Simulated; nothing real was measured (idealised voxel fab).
process module | voxel self aligned contacts
cross-section cut | 300 nm wide | cells 5 nm
A cross-section is a grid of square cells, given in bands from the top down. A band is one or more rows of cells.
Each band's line starts with the height of the band's top and of its bottom, in nm. Then come its materials from left to right, each with its width in nm. One material with "throughout" fills the band from edge to edge. "air" is empty space.
Height 0 is the level under which the wafer as received is all one material. The lowest band goes on downwards, as in "0 down".
A width such as "30 to 40" changes by the same amount from each row of cells to the next, from the band's top row to its bottom row.
"no change" after a step means that no cell of the cross-section changed.
closed voids: empty space of 8 cells or more with no open way to the top, each as width x height at its distance from the left edge, in nm
after a step's settings: what the simulator itself notes on the step
overlay nm, on a step with a mask: how far to the right of its planned place the mask lay; to the left if negative
plan
1 op RECEIVE | material Si
2 op OXIDIZE | depth nm 5
3 op DIRECTIONAL_DEP | material polySi | thk nm 25
4 op DIRECTIONAL_DEP | material SiN | thk nm 25
5 op MASKED_ETCH | tone cover | mask id GATE | width nm 30 | pitch nm 75 | etch materials SiN | depth nm 25 | overlay nm 0
6 op MASKED_ETCH | tone cover | mask id GATE | width nm 30 | pitch nm 75 | etch materials polySi | depth nm 25 | overlay nm 0
7 op CONFORMAL_DEP | material SiN | thk nm 10
8 op DIRECTIONAL_ETCH | etch materials SiN | depth nm 10
9 op FILL_DEP | material SiO2 | thk nm 15
10 op CMP | height nm 55
11 op PATTERN | tone open | mask id CONTACT | material resist | width nm 55 | pitch nm 75 | thk nm 15 | overlay nm 0
12 op DIRECTIONAL_ETCH | etch materials SiO2 | depth nm 60
13 op STRIP | etch materials resist
14 op CONFORMAL_DEP | material TiN | thk nm 5
15 op FILL_DEP | material W | thk nm 5
16 op CMP | height nm 55
17 op CONFORMAL_DEP | material SiN | thk nm 5
as received, after step 1
  0 down: Si throughout
  closed voids: none
first wafer at the end, as planned
  60 to 55: SiN throughout
  55 to 50: SiO2 85 | TiN 20 | W 15 | TiN 20 | SiO2 20 | TiN 20 | W 15 | TiN 20 | SiO2 85
  50 to 25: SiO2 50 | SiN 50 | TiN 5 | W 15 | TiN 5 | SiN 50 | TiN 5 | W 15 | TiN 5 | SiN 50 | SiO2 50
  25 to 0: SiO2 50 | SiN 10 | polySi 30 | SiN 10 | TiN 5 | W 15 | TiN 5 | SiN 10 | polySi 30 | SiN 10 | TiN 5 | W 15 | TiN 5 | SiN 10 | polySi 30 | SiN 10 | SiO2 50
  0 to -5: SiO2 100 | TiN 25 | SiO2 50 | TiN 25 | SiO2 100
  -5 down: Si throughout
  closed voids: none
second wafer at the end: like start, like plan, one mistake
  60 to 55: SiN throughout
  55 to 50: SiO2 85 | TiN 15 | W 15 | TiN 25 | SiO2 20 | TiN 15 | W 15 | TiN 25 | SiO2 85
  50 to 30: SiO2 45 | SiN 50 | TiN 5 | W 15 | TiN 5 | SiN 50 | TiN 5 | W 15 | TiN 5 | SiN 50 | SiO2 55
  30 to 25: SiO2 45 | SiN 50 | TiN 10 | W 10 | TiN 5 | SiN 50 | TiN 10 | W 10 | TiN 5 | SiN 50 | SiO2 55
  25 to 0: SiO2 45 | SiN 10 | polySi 35 | SiN 10 | TiN 5 | W 10 | TiN 5 | SiN 10 | polySi 35 | SiN 10 | TiN 5 | W 10 | TiN 5 | SiN 10 | polySi 35 | SiN 10 | SiO2 50
  0 to -5: SiO2 100 | TiN 20 | SiO2 55 | TiN 20 | SiO2 105
  -5 down: Si throughout
  closed voids: none
what went wrong: step 5 ran as: op MASKED_ETCH | tone cover | mask id GATE | width nm 30 | pitch nm 75 | etch materials SiN | depth nm 25 | overlay nm -5
at the end the second wafer has, in cells: 3 fewer of SiO2 | 12 fewer of W | 15 more of polySi
